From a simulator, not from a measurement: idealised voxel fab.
The name of this process module is voxel tone inversion.
Cross-sectional view cut (width: 260 nm; square cell size: 5 nm).
Bands, listed from the top down, are how a cross-section gets written in this document; the cross-section itself is a grid of square cells, and a band is one or more rows of them. A band entry consists of two parts. The first gives the height of the band's top and the height of its bottom, in nm. The rest lists the band's materials from left to right, each with its width in nm. A single material labelled with the word "all across" fills the band from edge to edge, and the word "air" marks empty space. The reference from which all heights are counted is 0, the level beneath which the as-received wafer is entirely one material; the lowest band, having no lower bound, proceeds downward and is written after the example "from 0 down". A width given as "30..40" starts at the first number in the band's top row and ends at the second number in its bottom row, shifting by an equal amount at every step from row to row. Basically "all unchanged" means that step didn't change any cell in the cross-section. Entry "Sealed internal voids". Content: empty spaces with no open connection to the top, size 8 cells or greater. Each: width x height at distance. Distance: from left edge. Unit: nm. The remark found on a step's line after its settings is issued by the simulator itself and pertains to that step. A step's line can hold "overlay nm"; with a mask on that step, the setting says how far right of the planned place the mask lay, while a negative setting says it lay to the left.
### The steps planned for the process are as follows
1) RECEIVE,material Si
2) CONFORMAL_DEP,material SiCN,thk nm 5
3) DIRECTIONAL_DEP,material aC,thk nm 25
4) PATTERN,tone cover,mask id POSTS,material resist,width nm 15,pitch nm 45,thk nm 30,overlay nm 0
5) DIRECTIONAL_ETCH,etch materials aC,depth nm 25
6) STRIP,etch materials resist
7) FILL_DEP,material SiO2,thk nm 10
8) CMP,height nm 30
9) STRIP,etch materials aC
10) CONFORMAL_DEP,material TiN,thk nm 5
11) FILL_DEP,material Ru,thk nm 10
12) CMP,height nm 30
13) CONFORMAL_DEP,material SiCN,thk nm 5
### The following pertains to the first of two wafers, which was processed as planned
### This is the cross-section of the wafer as we received it, i.e. after step 1
	from 0 down: Si all across
	Sealed internal voids: none
### Sectional view: wafer, after step 2
	from 5 to 0: SiCN all across
	Whatever lies below 0 is exactly as it was before.
### Sectional view: wafer, after step 3
	from 30 to 5: aC all across
	Whatever lies below 5 is exactly as it was before.
### Sectional view: wafer, after step 4
	from 60 to 30: 75 of air, then 15 of resist, then 30 of air, then 15 of resist, then 30 of air, then 15 of resist, then 80 of air
	Whatever lies below 30 is exactly as it was before.
### Sectional view: wafer, after step 5
	from 35 to 30: 75 of air, then 15 of resist, then 30 of air, then 15 of resist, then 30 of air, then 15 of resist, then 80 of air
	from 30 to 5: 75 of air, then 15 of aC, then 30 of air, then 15 of aC, then 30 of air, then 15 of aC, then 80 of air
	Whatever lies below 5 is exactly as it was before.
### Sectional view: wafer, after step 6
	from 30 to 5: 75 of air, then 15 of aC, then 30 of air, then 15 of aC, then 30 of air, then 15 of aC, then 80 of air
	Whatever lies below 5 is exactly as it was before.
### Sectional view: wafer, after step 7
	from 40 to 30: SiO2 all across
	from 30 to 5: 75 of SiO2, then 15 of aC, then 30 of SiO2, then 15 of aC, then 30 of SiO2, then 15 of aC, then 80 of SiO2
	Whatever lies below 5 is exactly as it was before.
### Sectional view: wafer, after step 8
	from 30 to 5: 75 of SiO2, then 15 of aC, then 30 of SiO2, then 15 of aC, then 30 of SiO2, then 15 of aC, then 80 of SiO2
	Whatever lies below 5 is exactly as it was before.
### Sectional view: wafer, after step 9
	from 30 to 5: 75 of SiO2, then 15 of air, then 30 of SiO2, then 15 of air, then 30 of SiO2, then 15 of air, then 80 of SiO2
	Whatever lies below 5 is exactly as it was before.
### Sectional view: wafer, after step 10
	from 35 to 30: 80 of TiN, then 5 of air, then 40 of TiN, then 5 of air, then 40 of TiN, then 5 of air, then 85 of TiN
	from 30 to 10: 75 of SiO2, then 5 of TiN, then 5 of air, then 5 of TiN, then 30 of SiO2, then 5 of TiN, then 5 of air, then 5 of TiN, then 30 of SiO2, then 5 of TiN, then 5 of air, then 5 of TiN, then 80 of SiO2
	from 10 to 5: 75 of SiO2, then 15 of TiN, then 30 of SiO2, then 15 of TiN, then 30 of SiO2, then 15 of TiN, then 80 of SiO2
	Whatever lies below 5 is exactly as it was before.
### Sectional view: wafer, after step 11
	from 45 to 35: Ru all across
	from 35 to 30: 80 of TiN, then 5 of Ru, then 40 of TiN, then 5 of Ru, then 40 of TiN, then 5 of Ru, then 85 of TiN
	from 30 to 10: 75 of SiO2, then 5 of TiN, then 5 of Ru, then 5 of TiN, then 30 of SiO2, then 5 of TiN, then 5 of Ru, then 5 of TiN, then 30 of SiO2, then 5 of TiN, then 5 of Ru, then 5 of TiN, then 80 of SiO2
	Whatever lies below 10 is exactly as it was before.
### Sectional view: wafer, after step 12
	from 30 to 10: 75 of SiO2, then 5 of TiN, then 5 of Ru, then 5 of TiN, then 30 of SiO2, then 5 of TiN, then 5 of Ru, then 5 of TiN, then 30 of SiO2, then 5 of TiN, then 5 of Ru, then 5 of TiN, then 80 of SiO2
	Whatever lies below 10 is exactly as it was before.
### Sectional view: wafer, after step 13
	from 35 to 30: SiCN all across
	Whatever lies below 30 is exactly as it was before.
### The remaining wafer, second of the two, started like the first and was run to the same plan, except that one mistake was made along the way; the two coincide through step 11, inclusive
### At the planned end of step 12, the second wafer in cross-section
	from 20 to 10: 75 of SiO2, then 5 of TiN, then 5 of Ru, then 5 of TiN, then 30 of SiO2, then 5 of TiN, then 5 of Ru, then 5 of TiN, then 30 of SiO2, then 5 of TiN, then 5 of Ru, then 5 of TiN, then 80 of SiO2
	Whatever lies below 10 is exactly as it was before.
### At the planned end of step 13, the second wafer in cross-section
	from 25 to 20: SiCN all across
	Whatever lies below 20 is exactly as it was before.
It is concluded that the wafer was processed incorrectly with respect to the plan, in that step 12 did not happen as planned, as run it was CMP,height nm 20
Wrapping up, a cell-based count of both wafers puts the second over or under the first for these materials: Ru -6; SiO2 -86; TiN -12
